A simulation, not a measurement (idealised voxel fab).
This section sets out a process module, namely voxel capacitor over wiring.
This is section cut - it's 300 nm across, gridded in 5 nm square cells.
Just so we're on the same page, the cross-sections are grids of square cells, and they're listed out in bands top to bottom, each band one or more rows deep. Band: top and bottom heights (nm) first, top before bottom; then materials from left to right, widths in nm. "full width" marks a sole material filling the band edge to edge. "empty" denotes empty space. Convention: height 0 is the level below which the wafer, as received, is all one material. The lowest band does not terminate at the bottom but continues downward, represented as "0..down". Note: "30 to 40" means the width goes from the first number (top row of the band) to the second number (bottom row) in equal steps per row of cells. You'll sometimes find "stayed the same" written for a step, and that's the way of saying that nowhere in the cross-section did a cell change during that step. In "Enclosed void entries" the enclosed voids are listed, meaning empty spaces of 8 cells or larger without any opening to the top. The form is width x height at distance, distance from the left edge, units nm. Past the settings on a step's line: simulator remark, on that step. "overlay nm", when on a step's line for a step with a mask, measures how far to the right of its planned place the mask lay; a negative measure means to the left.
Intended process steps:
1 RECEIVE [material Si]
2 CONFORMAL_DEP [material SiO2] [thk nm 15]
3 DIRECTIONAL_DEP [material TiN] [thk nm 5]
4 DIRECTIONAL_DEP [material Ru] [thk nm 5]
5 DIRECTIONAL_DEP [material aC] [thk nm 10]
6 PATTERN [tone cover] [mask id METAL_1] [material resist] [width nm 25] [pitch nm 80] [thk nm 25] [overlay nm 0]
7 DIRECTIONAL_ETCH [etch materials aC] [depth nm 10]
8 STRIP [etch materials resist]
9 DIRECTIONAL_ETCH [etch materials Ru] [depth nm 15]
10 DIRECTIONAL_ETCH [etch materials TiN] [depth nm 5]
11 STRIP [etch materials aC]
12 FILL_DEP [material SiO2] [thk nm 10]
13 CMP [height nm 35]
14 CONFORMAL_DEP [material SiCN] [thk nm 5]
15 DIRECTIONAL_DEP [material SiO2] [thk nm 20]
16 MASKED_ETCH [tone open] [mask id PLUG_1] [width nm 15] [etch materials SiO2] [depth nm 20] [overlay nm 0]
17 MASKED_ETCH [tone open] [mask id PLUG_1] [width nm 15] [etch materials SiCN] [depth nm 5] [overlay nm 0]
18 CONFORMAL_DEP [material TiN] [thk nm 5]
19 FILL_DEP [material Ru] [thk nm 5]
20 CMP [height nm 60]
21 DIRECTIONAL_DEP [material TiN] [thk nm 10]
22 DIRECTIONAL_DEP [material Al2O3] [thk nm 5]
23 DIRECTIONAL_DEP [material TiN] [thk nm 5]
24 MASKED_ETCH [tone cover] [mask id UPPER_PLATE] [width nm 60] [etch materials TiN] [depth nm 5] [overlay nm 0]
25 MASKED_ETCH [tone cover] [mask id UPPER_PLATE] [width nm 60] [etch materials Al2O3] [depth nm 5] [overlay nm 0]
26 MASKED_ETCH [tone cover] [mask id LOWER_PLATE] [width nm 70] [etch materials TiN] [depth nm 10] [overlay nm 0]
27 FILL_DEP [material SiO2] [thk nm 15]
28 CMP [height nm 90]
29 DIRECTIONAL_DEP [material aC] [thk nm 15]
30 PATTERN [tone open] [mask id PLUG_2] [material resist] [width nm 15] [thk nm 35] [overlay nm 0]
31 DIRECTIONAL_ETCH [etch materials aC] [depth nm 15]
32 STRIP [etch materials resist]
33 DIRECTIONAL_ETCH [etch materials SiO2] [depth nm 10]
34 STRIP [etch materials aC]
35 CONFORMAL_DEP [material TiN] [thk nm 5]
36 FILL_DEP [material Ru] [thk nm 5]
37 CMP [height nm 90]
38 CONFORMAL_DEP [material SiN] [thk nm 5]
Wafer-to-wafer difference: thk nm, step 4. Common start. Plan = first wafer's value.
Received wafers, first of several: cross-section after step 1:
	0..down | Si full width
	Enclosed void entries: none
Take a look at the first of several wafers in cross-section: the module is done, and step 38 was its last step:
	95..90 | SiN full width
	90..85 | 115 nm SiO2 | 5 nm TiN | 5 nm Ru | 5 nm TiN | 170 nm SiO2
	85..75 | 115 to 105 nm SiO2 | 15 to 60 nm TiN | 170 to 135 nm SiO2
	75..70 | 105 nm SiO2 | 60 nm Al2O3 | 135 nm SiO2
	70..60 | 100 nm SiO2 | 70 nm TiN | 130 nm SiO2
	60..40 | 105 nm SiO2 | 5 nm TiN | 5 nm Ru | 5 nm TiN | 180 nm SiO2
	40..35 | 105 nm SiCN | 15 nm TiN | 180 nm SiCN
	35..25 | SiO2 full width
	25..20 | 95 nm SiO2 | 25 nm Ru | 55 nm SiO2 | 25 nm Ru | 100 nm SiO2
	20..15 | 95 nm SiO2 | 25 nm TiN | 55 nm SiO2 | 25 nm TiN | 100 nm SiO2
	15..0 | SiO2 full width
	0..down | Si full width
	Enclosed void entries: none
Sectional view of the last wafer upon completion of the module:
	95..90 | SiN full width
	90..85 | 115 nm SiO2 | 5 nm TiN | 5 nm Ru | 5 nm TiN | 170 nm SiO2
	85..75 | 115 to 105 nm SiO2 | 15 to 60 nm TiN | 170 to 135 nm SiO2
	75..70 | 105 nm SiO2 | 60 nm Al2O3 | 135 nm SiO2
	70..60 | 100 nm SiO2 | 70 nm TiN | 130 nm SiO2
	60..40 | 105 nm SiO2 | 5 nm TiN | 5 nm Ru | 5 nm TiN | 180 nm SiO2
	40..35 | 105 nm SiCN | 15 nm TiN | 180 nm SiCN
	35..20 | Ru full width
	20..15 | TiN full width
	15..0 | SiO2 full width
	0..down | Si full width
	Enclosed void entries: none
Tabulated below, wafer by wafer, are the end-of-module results: for each material, the number of cells gained (+) or lost (-) relative to the as-received state, followed by the closed voids:
thk nm 5, +12 Al2O3, +15 Ru, +57 SiCN, +60 SiN, +930 SiO2, +66 TiN, Enclosed void entries: none
thk nm 10, +12 Al2O3, +25 Ru, +57 SiCN, +60 SiN, +920 SiO2, +66 TiN, Enclosed void entries: none
thk nm 15, +12 Al2O3, +35 Ru, +57 SiCN, +60 SiN, +910 SiO2, +66 TiN, Enclosed void entries: none
thk nm 20, +12 Al2O3, +85 Ru, +57 SiCN, +60 SiN, +810 SiO2, +116 TiN, Enclosed void entries: none
thk nm 25, +12 Al2O3, +135 Ru, +57 SiCN, +60 SiN, +760 SiO2, +116 TiN, Enclosed void entries: none
thk nm 30, +12 Al2O3, +185 Ru, +57 SiCN, +60 SiN, +710 SiO2, +116 TiN, Enclosed void entries: none
